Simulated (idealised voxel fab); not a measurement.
This is a process module. Its name is voxel lift off.
Section cut is 200 nm wide and gridded with 5 nm square cells.
Cross-section, as written here: a square-cell grid given band by band from the top down, where a band holds one or more rows of cells.
The band entry comprises the height of the band's top followed by the height of its bottom, expressed in nm, and subsequently the band's materials from left to right, each stated together with its width in nm. Where a single material is marked with the word "throughout", that material fills the band from edge to edge. The word "air" represents empty space.
Basically, 0 is our baseline, since under it the wafer straight out of the box is all one material. The bottom band has no lower end and keeps on going down, so it looks like "from 0 down".
Width spec "30 to 40" -> top row of cells at first value, bottom row at second value, equal per-row change in between.
No cell of the cross-section changed in a step that is given as "no change occurred".
"Fully enclosed voids": sealed empty spaces, 8 cells or more, no open way to top, listed width x height at distance, with distance from the left edge and width, height and distance in nm.
Formally, on a step line, whatever follows the settings is a remark that the simulator itself makes on the step.
On any step carrying a mask, the "overlay nm" setting, if present on the step's line, tells how far right of its planned place the mask lay; negative values point to the left.
### Set out below are the planned steps of the process
- 1: RECEIVE (material Si)
- 2: CONFORMAL_DEP (material SiN; thk nm 10)
- 3: PATTERN (tone open; mask id LINES; material resist; width nm 15; pitch nm 40; thk nm 30; overlay nm 0)
- 4: DIRECTIONAL_DEP (material Ru; thk nm 15)
- 5: STRIP (etch materials resist)
- 6: CONFORMAL_DEP (material SiO2; thk nm 10)
### The first of the two wafers, which ran as planned
### As-received state of the wafer in cross-section, equivalent to post-step 1
> from 0 down: Si throughout
> Fully enclosed voids: none
### Take a look at the wafer's cross-section after step 2
> from 10 to 0: SiN throughout
> Lower than 0, everything is as it was.
### Take a look at the wafer's cross-section after step 3
> from 40 to 10: 70 nm resist, 15 nm air, 25 nm resist, 15 nm air, 75 nm resist
> Lower than 10, everything is as it was.
### Take a look at the wafer's cross-section after step 4
> from 55 to 40: 70 nm Ru, 15 nm air, 25 nm Ru, 15 nm air, 75 nm Ru
> from 40 to 25: 70 nm resist, 15 nm air, 25 nm resist, 15 nm air, 75 nm resist
> from 25 to 10: 70 nm resist, 15 nm Ru, 25 nm resist, 15 nm Ru, 75 nm resist
> Lower than 10, everything is as it was.
### Take a look at the wafer's cross-section after step 5
> from 25 to 10: 70 nm air, 15 nm Ru, 25 nm air, 15 nm Ru, 75 nm air
> Lower than 10, everything is as it was.
### Take a look at the wafer's cross-section after step 6
> from 35 to 25: 60 nm air, 35 nm SiO2, 5 nm air, 35 nm SiO2, 65 nm air
> from 25 to 20: 60 nm air, 10 nm SiO2, 15 nm Ru, 10 nm SiO2, 5 nm air, 10 nm SiO2, 15 nm Ru, 10 nm SiO2, 65 nm air
> from 20 to 10: 70 nm SiO2, 15 nm Ru, 25 nm SiO2, 15 nm Ru, 75 nm SiO2
> Lower than 10, everything is as it was.
### Regarding the second of the two wafers: it shared the first wafer's starting condition and process plan, yet one error occurred during its execution. Its history coincides with that of the first wafer up to and including step 4
### What the second wafer looks like in cross-section when step 5 should have wrapped up
> from 25 to 10: 70 nm air, 15 nm Ru, 25 nm air, 15 nm Ru, 75 nm air
> Lower than 10, everything is as it was.
### What the second wafer looks like in cross-section when step 6 should have wrapped up
> from 35 to 25: 60 nm air, 35 nm SiO2, 5 nm air, 35 nm SiO2, 65 nm air
> from 25 to 20: 60 nm air, 10 nm SiO2, 15 nm Ru, 10 nm SiO2, 5 nm air, 10 nm SiO2, 15 nm Ru, 10 nm SiO2, 65 nm air
> from 20 to 10: 70 nm SiO2, 15 nm Ru, 25 nm SiO2, 15 nm Ru, 75 nm SiO2
> Lower than 10, everything is as it was.
Finding, execution versus plan: twice, step 5 of the plan was run
It should be noted that the final cross-sections of the two wafers coincide, and the mistake therefore has no effect on the output of this model.
